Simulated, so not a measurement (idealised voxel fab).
Process module in this document: voxel air gaps
It is cross-section cut that appears here, measuring 170 nm in width, its square cells being 5 nm in size.
For the purposes of this document, a cross-section shall be understood as a grid of square cells, specified as bands listed in top-to-bottom order, each band consisting of one or more rows of cells. It is stipulated that each band's entry specify, in nanometres, the height of the top of the band and then that of its bottom, followed by the materials of the band in left-to-right sequence, each together with its width in nanometres. A single material marked by the word "full width" is understood to fill the band from edge to edge; the word "air" is understood to denote empty space. We count height from 0. Below that, the starting wafer is all one material. The lowest band never ends at the bottom but goes on down; see "from 0 down" for how that is written. The two numbers in a width such as "30..40" mark its ends across the band: the first belongs to the top row of cells, the second to the bottom row, and from each row to the next the width moves by the same amount. Where a step carries "nothing changed", the cross-section came out of it unchanged, cell for cell. "Catalogued sealed voids" - sealed voids, min. 8 cells, no opening to top; format: width x height at distance (distance from left edge; nm throughout). Whatever follows a step's settings on its line is a remark the simulator itself makes about that step. What "overlay nm" on a step's line means: if the step has a mask, that mask lay this far to the right of its planned place, or, when the value is negative, to the left.
-- plan
1,op RECEIVE | material Si
2,op CONFORMAL_DEP | material SiO2 | thk nm 10
3,op CONFORMAL_DEP | material SiN | thk nm 5
4,op DIRECTIONAL_DEP | material lowk | thk nm 40
5,op DIRECTIONAL_DEP | material aC | thk nm 10
6,op PATTERN | tone open | mask id LINES | material resist | width nm 20 | pitch nm 45 | thk nm 25 | overlay nm -15
7,op DIRECTIONAL_ETCH | etch materials aC | depth nm 10
8,op STRIP | etch materials resist
9,op DIRECTIONAL_ETCH | etch materials lowk | depth nm 40
10,op STRIP | etch materials aC
11,op CONFORMAL_DEP | material TiN | thk nm 5
12,op FILL_DEP | material Ru | thk nm 10
13,op CMP | height nm 55
14,op EPI | material Ru | thk nm 10
15,op SELECTIVE_ETCH | etch materials lowk | depth nm 50
16,op CONFORMAL_DEP | material SiCN | thk nm 5
The plan shows the overlay nm of step 6 as the first wafer had it; this setting differs between the wafers, which start out alike.
-- First of several wafers (as received, post step 1), cross-sectional view
from 0 down: Si full width
Catalogued sealed voids: none
-- End of the module, past its last step, step 16: how the first of several wafers looks in cross-section
from 70 to 65: 140 nm SiCN, 30 nm air
from 65 to 55: 5 nm SiCN, 40 nm Ru, 5 nm SiCN, 40 nm Ru, 5 nm SiCN, 40 nm Ru, 5 nm SiCN, 30 nm air
from 55 to 50: 15 nm SiCN, 5 nm TiN, 10 nm Ru, 5 nm TiN, 25 nm SiCN, 5 nm TiN, 10 nm Ru, 5 nm TiN, 25 nm SiCN, 5 nm TiN, 10 nm Ru, 5 nm TiN, 15 nm SiCN, 30 nm air
from 50 to 20: 10 nm air, 5 nm SiCN, 5 nm TiN, 10 nm Ru, 5 nm TiN, 5 nm SiCN, 15 nm air, 5 nm SiCN, 5 nm TiN, 10 nm Ru, 5 nm TiN, 5 nm SiCN, 15 nm air, 5 nm SiCN, 5 nm TiN, 10 nm Ru, 5 nm TiN, 5 nm SiCN, 40 nm air
from 20 to 15: 15 nm SiCN, 20 nm TiN, 25 nm SiCN, 20 nm TiN, 25 nm SiCN, 20 nm TiN, 45 nm SiCN
from 15 to 10: SiN full width
from 10 to 0: SiO2 full width
from 0 down: Si full width
Catalogued sealed voids: 10 x 30 at 0; 15 x 30 at 40; 15 x 30 at 85
-- Final wafer of several, shown in cross-section at the end of the module
from 70 to 65: 30 nm air, 140 nm SiCN
from 65 to 55: 30 nm air, 5 nm SiCN, 40 nm Ru, 5 nm SiCN, 40 nm Ru, 5 nm SiCN, 40 nm Ru, 5 nm SiCN
from 55 to 50: 30 nm air, 15 nm SiCN, 5 nm TiN, 10 nm Ru, 5 nm TiN, 25 nm SiCN, 5 nm TiN, 10 nm Ru, 5 nm TiN, 25 nm SiCN, 5 nm TiN, 10 nm Ru, 5 nm TiN, 15 nm SiCN
from 50 to 20: 40 nm air, 5 nm SiCN, 5 nm TiN, 10 nm Ru, 5 nm TiN, 5 nm SiCN, 15 nm air, 5 nm SiCN, 5 nm TiN, 10 nm Ru, 5 nm TiN, 5 nm SiCN, 15 nm air, 5 nm SiCN, 5 nm TiN, 10 nm Ru, 5 nm TiN, 5 nm SiCN, 10 nm air
from 20 to 15: 45 nm SiCN, 20 nm TiN, 25 nm SiCN, 20 nm TiN, 25 nm SiCN, 20 nm TiN, 15 nm SiCN
from 15 to 10: SiN full width
from 10 to 0: SiO2 full width
from 0 down: Si full width
Catalogued sealed voids: 15 x 30 at 70; 15 x 30 at 115; 10 x 30 at 160
-- The following table contains a row per wafer, in which are reported, at the conclusion of the module, the cells of each material gained (+) or lost (-) since the wafer's receipt, with its closed voids given thereafter
overlay nm -15, +90 Ru, +110 SiCN, +34 SiN, +68 SiO2, +54 TiN, Catalogued sealed voids: 10 x 30 at 0; 15 x 30 at 40; 15 x 30 at 85
overlay nm -10, +90 Ru, +110 SiCN, +34 SiN, +68 SiO2, +54 TiN, Catalogued sealed voids: 15 x 30 at 45; 15 x 30 at 90
overlay nm -5, +90 Ru, +110 SiCN, +34 SiN, +68 SiO2, +54 TiN, Catalogued sealed voids: 15 x 30 at 50; 15 x 30 at 95
overlay nm 0, +90 Ru, +110 SiCN, +34 SiN, +68 SiO2, +54 TiN, Catalogued sealed voids: 15 x 30 at 55; 15 x 30 at 100
overlay nm 5, +90 Ru, +110 SiCN, +34 SiN, +68 SiO2, +54 TiN, Catalogued sealed voids: 15 x 30 at 60; 15 x 30 at 105
overlay nm 10, +90 Ru, +110 SiCN, +34 SiN, +68 SiO2, +54 TiN, Catalogued sealed voids: 15 x 30 at 65; 15 x 30 at 110
overlay nm 15, +90 Ru, +110 SiCN, +34 SiN, +68 SiO2, +54 TiN, Catalogued sealed voids: 15 x 30 at 70; 15 x 30 at 115; 10 x 30 at 160
